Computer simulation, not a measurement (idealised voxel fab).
You're looking at the process module voxel double patterning.
It is cross-section cut that appears here, measuring 175 nm in width, its square cells being 5 nm in size.
When this document writes out a cross-section, it uses a grid of square cells and lists it as bands, beginning at the top and moving down, with a band standing for one or more rows of cells.
Look at the band entry: it leads with the top's height and the bottom's height in nm. Then it lists the materials left to right, with a width in nm for each. The word "throughout" on a single material says that material fills the band edge to edge. The word "blank" is empty space.
All heights in this document are referenced to 0, defined as the level beneath which the wafer, as received, consists entirely of one material. The lowest band is not bounded below; it extends indefinitely downward and is written in the form "from 0 down".
A two-number width, for instance "30 to 40", indicates that the width is equal to the first number in the top row of the band and to the second number in the bottom row, and that it changes by a constant amount per row of cells.
"no modification" after a step means that no cell of the cross-section changed.
For the entry "Closed void catalog", the listed items are empty spaces with no open way to the top whose size is 8 cells or more; each item follows the pattern width x height at distance, where distance is from the left edge and all three are in nm.
Past the settings on a step's line: simulator remark, on that step.
overlay nm: on a step with a mask, how far right of its planned place the mask lay; negative means left.
[Process steps (planned)]
- 1: RECEIVE with material Si
- 2: CONFORMAL_DEP with material SiN, thk nm 5
- 3: DIRECTIONAL_DEP with material SiO2, thk nm 20
- 4: DIRECTIONAL_DEP with material SiCN, thk nm 5
- 5: DIRECTIONAL_DEP with material aC, thk nm 15
- 6: PATTERN with tone open, mask id FIRST, material resist, width nm 15, pitch nm 50, thk nm 30, overlay nm 0
- 7: DIRECTIONAL_ETCH with etch materials aC, depth nm 15
- 8: STRIP with etch materials resist
- 9: DIRECTIONAL_ETCH with etch materials SiCN, depth nm 5
- 10: STRIP with etch materials aC
- 11: DIRECTIONAL_DEP with material aC, thk nm 10
- 12: PATTERN with tone open, mask id SECOND, material resist, width nm 15, thk nm 30, overlay nm 0
- 13: DIRECTIONAL_ETCH with etch materials aC, depth nm 10
- 14: STRIP with etch materials resist
- 15: DIRECTIONAL_ETCH with etch materials SiCN, depth nm 5
- 16: STRIP with etch materials aC
- 17: DIRECTIONAL_ETCH with etch materials SiO2, depth nm 20
- 18: STRIP with etch materials SiCN
[Cross-sectional view of the wafer in its as-received condition, corresponding to the state after step 1]
> from 0 down  Si throughout
> Closed void catalog: none
[Post-module cross-section of the first of two wafers (run per plan)]
> from 25 to 5  55 nm SiO2 / 15 nm blank / 10 nm SiO2 / 15 nm blank / 10 nm SiO2 / 15 nm blank / 55 nm SiO2
> from 5 to 0  SiN throughout
> from 0 down  Si throughout
> Closed void catalog: none
[Cross-sectional view of the second of two wafers upon completion of the module. This wafer shared its starting condition and process plan with the first; one error was made during its execution]
> from 45 to 30  SiN throughout
> from 30 to 25  SiCN throughout
> from 25 to 5  SiO2 throughout
> from 5 to 0  SiN throughout
> from 0 down  Si throughout
> Closed void catalog: none
Against the plan, the run slipped here: so step 5 ended up running with a different setting than we planned, it ran as DIRECTIONAL_DEP with material SiN, thk nm 15
The final cell counts differ between the wafers, with the second having more or fewer of some materials than the first: +35 SiCN; +105 SiN; +36 SiO2
